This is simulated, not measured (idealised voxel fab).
This section sets out a process module, namely voxel air gaps.
Cross-section cut: width 150 nm, square cells of 5 nm.
How to read a cross-section here: the picture is a grid of square cells, written as bands going from the top down, and any band can span one or more rows of cells. This entry defines a band. It first specifies the height of the band's top and the height of its bottom in nm, and then specifies the band's materials from left to right, stating each material with its width in nm. The word "everywhere" identifies a single material that fills the band from edge to edge, while the word "air" identifies empty space. Height 0 is the level under which the wafer as received is all one material. The lowest band goes on downwards, as in "0..down". A width such as "30..40" changes by the same amount from each row of cells to the next, from the band's top row to its bottom row. "left unchanged" after a step means that no cell of the cross-section changed. "Entrapped voids": sealed empty spaces, 8 cells or more, no open way to top, listed width x height at distance, with distance from the left edge and width, height and distance in nm. Read whatever lies past the settings on a step's line as the simulator's own remark about the step. overlay nm: mask offset rightward from planned place, masked step; negative means leftward offset.
Process steps (planned)
1,RECEIVE with material Si
2,CONFORMAL_DEP with material SiO2, thk nm 15
3,CONFORMAL_DEP with material SiN, thk nm 5
4,DIRECTIONAL_DEP with material SiO2, thk nm 35
5,MASKED_ETCH with tone open, mask id LINES, width nm 20, pitch nm 45, etch materials SiO2, depth nm 35, overlay nm 0
6,CONFORMAL_DEP with material TiN, thk nm 5
7,FILL_DEP with material Ru, thk nm 5
8,CMP with height nm 55
9,EPI with material Ru, thk nm 10
10,SELECTIVE_ETCH with etch materials SiO2, depth nm 45
11,CONFORMAL_DEP with material SiN, thk nm 5
Wafer cross-section on receipt, i.e. after step 1
> 0..down  Si everywhere
> Entrapped voids: none
The first of the two wafers as seen in cross-section once the module was finished; processing followed the plan
> 70..65  5 of air  140 of SiN  5 of air
> 65..55  5 of air  5 of SiN  40 of Ru  5 of SiN  40 of Ru  5 of SiN  40 of Ru  5 of SiN  5 of air
> 55..50  5 of air  15 of SiN  5 of TiN  10 of Ru  5 of TiN  25 of SiN  5 of TiN  10 of Ru  5 of TiN  25 of SiN  5 of TiN  10 of Ru  5 of TiN  15 of SiN  5 of air
> 50..25  15 of air  5 of SiN  5 of TiN  10 of Ru  5 of TiN  5 of SiN  15 of air  5 of SiN  5 of TiN  10 of Ru  5 of TiN  5 of SiN  15 of air  5 of SiN  5 of TiN  10 of Ru  5 of TiN  5 of SiN  15 of air
> 25..20  20 of SiN  20 of TiN  25 of SiN  20 of TiN  25 of SiN  20 of TiN  20 of SiN
> 20..15  SiN everywhere
> 15..0  SiO2 everywhere
> 0..down  Si everywhere
> Entrapped voids: 15 x 25 at 45; 15 x 25 at 90
Wafer two (of two), end-of-module cross-section: start = wafer one, plan = wafer one, one run mistake
> 70..65  10 of air  140 of SiN
> 65..55  10 of air  5 of SiN  40 of Ru  5 of SiN  40 of Ru  5 of SiN  40 of Ru  5 of SiN
> 55..50  10 of air  15 of SiN  5 of TiN  10 of Ru  5 of TiN  25 of SiN  5 of TiN  10 of Ru  5 of TiN  25 of SiN  5 of TiN  10 of Ru  5 of TiN  15 of SiN
> 50..25  20 of air  5 of SiN  5 of TiN  10 of Ru  5 of TiN  5 of SiN  15 of air  5 of SiN  5 of TiN  10 of Ru  5 of TiN  5 of SiN  15 of air  5 of SiN  5 of TiN  10 of Ru  5 of TiN  5 of SiN  10 of air
> 25..20  25 of SiN  20 of TiN  25 of SiN  20 of TiN  25 of SiN  20 of TiN  15 of SiN
> 20..15  SiN everywhere
> 15..0  SiO2 everywhere
> 0..down  Si everywhere
> Entrapped voids: 15 x 25 at 50; 15 x 25 at 95; 10 x 25 at 140
Deviation noted in wafer processing: planned and actual differ for step 5; actual: MASKED_ETCH with tone open, mask id LINES, width nm 20, pitch nm 45, etch materials SiO2, depth nm 35, overlay nm 5
Cell counts per material: same on both final wafers. Positions: different.
closed voids at the end (first wafer, second wafer): 2, 3
